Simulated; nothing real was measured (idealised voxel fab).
This is a process module. Its name is voxel gate over fins.
Shown is cross-section cut, with a width of 180 nm and square cells of size 5 nm.
The cross-sections in this document take the form of a grid made of square cells. They are written out as bands, in order from top to bottom. Each band consists of one or more rows of cells.
Band: top height; bottom height; in nm. Then, left to right: material with width in nm, for each material. "all across": a single material spanning edge to edge. "air": empty space.
We count height from 0. Below that, the starting wafer is all one material. The lowest band never ends at the bottom but goes on down; see "0..down" for how that is written.
Width: "30 to 40" (first number = top row, second number = bottom row, same change from row to row of cells).
"no alteration" after a step means that no cell of the cross-section changed.
Voids not open to the top, 8 cells minimum: see "Sealed internal cavities". Written width x height at distance; distance is from the left edge; nm.
Text after the settings on a step's line: the simulator's own remark on that step.
If you see "overlay nm" on a step's line and that step has a mask, it's telling you how far right of where it was planned the mask ended up; a negative number means it went left instead.
Steps planned for the process
step 1: op RECEIVE | material Si
step 2: op CONFORMAL_DEP | material SiN | thk nm 10
step 3: op DIRECTIONAL_DEP | material aC | thk nm 10
step 4: op PATTERN | tone cover | mask id FINS | material resist | width nm 15 | pitch nm 40 | thk nm 25 | overlay nm 0
step 5: op DIRECTIONAL_ETCH | etch materials aC | depth nm 10
step 6: op STRIP | etch materials resist
step 7: op DIRECTIONAL_ETCH | etch materials SiN | depth nm 10
step 8: op DIRECTIONAL_ETCH | etch materials Si | depth nm 30
step 9: op STRIP | etch materials aC
step 10: op OXIDIZE | depth nm 5
step 11: op FILL_DEP | material SiO2 | thk nm 15
step 12: op CMP | height nm 10
step 13: op SELECTIVE_ETCH | etch materials SiO2 | depth nm 25
step 14: op STRIP | etch materials SiN
step 15: op CONFORMAL_DEP | material HfO2 | thk nm 5
step 16: op CONFORMAL_DEP | material TiN | thk nm 5
step 17: op FILL_DEP | material W | thk nm 10
step 18: op CMP | height nm 15
step 19: op CONFORMAL_DEP | material SiCN | thk nm 10
Wafer as received: cross-section following step 1
* 0..down = Si all across
* Sealed internal cavities: none
First wafer of two, sectioned at end of module; run went per plan
* 25..15 = SiCN all across
* 15..10 = W all across
* 10..5 = 15 of W | 25 of TiN | 15 of W | 25 of TiN | 15 of W | 25 of TiN | 15 of W | 25 of TiN | 20 of W
* 5..0 = 15 of W | 5 of TiN | 15 of HfO2 | 5 of TiN | 15 of W | 5 of TiN | 15 of HfO2 | 5 of TiN | 15 of W | 5 of TiN | 15 of HfO2 | 5 of TiN | 15 of W | 5 of TiN | 15 of HfO2 | 5 of TiN | 20 of W
* 0..-5 = 15 of W | 5 of TiN | 5 of HfO2 | 5 of Si | 5 of HfO2 | 5 of TiN | 15 of W | 5 of TiN | 5 of HfO2 | 5 of Si | 5 of HfO2 | 5 of TiN | 15 of W | 5 of TiN | 5 of HfO2 | 5 of Si | 5 of HfO2 | 5 of TiN | 15 of W | 5 of TiN | 5 of HfO2 | 5 of Si | 5 of HfO2 | 5 of TiN | 20 of W
* -5..-10 = 20 of TiN | 5 of HfO2 | 5 of Si | 5 of HfO2 | 25 of TiN | 5 of HfO2 | 5 of Si | 5 of HfO2 | 25 of TiN | 5 of HfO2 | 5 of Si | 5 of HfO2 | 25 of TiN | 5 of HfO2 | 5 of Si | 5 of HfO2 | 25 of TiN
* -10..-15 = 25 of HfO2 | 5 of Si | 35 of HfO2 | 5 of Si | 35 of HfO2 | 5 of Si | 35 of HfO2 | 5 of Si | 30 of HfO2
* -15..-35 = 25 of SiO2 | 5 of Si | 35 of SiO2 | 5 of Si | 35 of SiO2 | 5 of Si | 35 of SiO2 | 5 of Si | 30 of SiO2
* -35..down = Si all across
* Sealed internal cavities: none
Cross-section, second wafer: same start as the first, same plan as the first, one mistake in running it; taken at the end of the module
* 25..15 = SiCN all across
* 15..5 = W all across
* 5..0 = 20 of W | 15 of TiN | 25 of W | 15 of TiN | 25 of W | 15 of TiN | 25 of W | 15 of TiN | 25 of W
* 0..-10 = 20 of W | 5 of TiN | 5 of Si | 5 of TiN | 25 of W | 5 of TiN | 5 of Si | 5 of TiN | 25 of W | 5 of TiN | 5 of Si | 5 of TiN | 25 of W | 5 of TiN | 5 of Si | 5 of TiN | 25 of W
* -10..-15 = 25 of TiN | 5 of Si | 35 of TiN | 5 of Si | 35 of TiN | 5 of Si | 35 of TiN | 5 of Si | 30 of TiN
* -15..-35 = 25 of SiO2 | 5 of Si | 35 of SiO2 | 5 of Si | 35 of SiO2 | 5 of Si | 35 of SiO2 | 5 of Si | 30 of SiO2
* -35..down = Si all across
* Sealed internal cavities: none
Deviation from plan: step 15 of the plan never got run, it was skipped over
Cell-count delta at end, second wafer over first, by material: HfO2: 60 fewer; W: 60 more
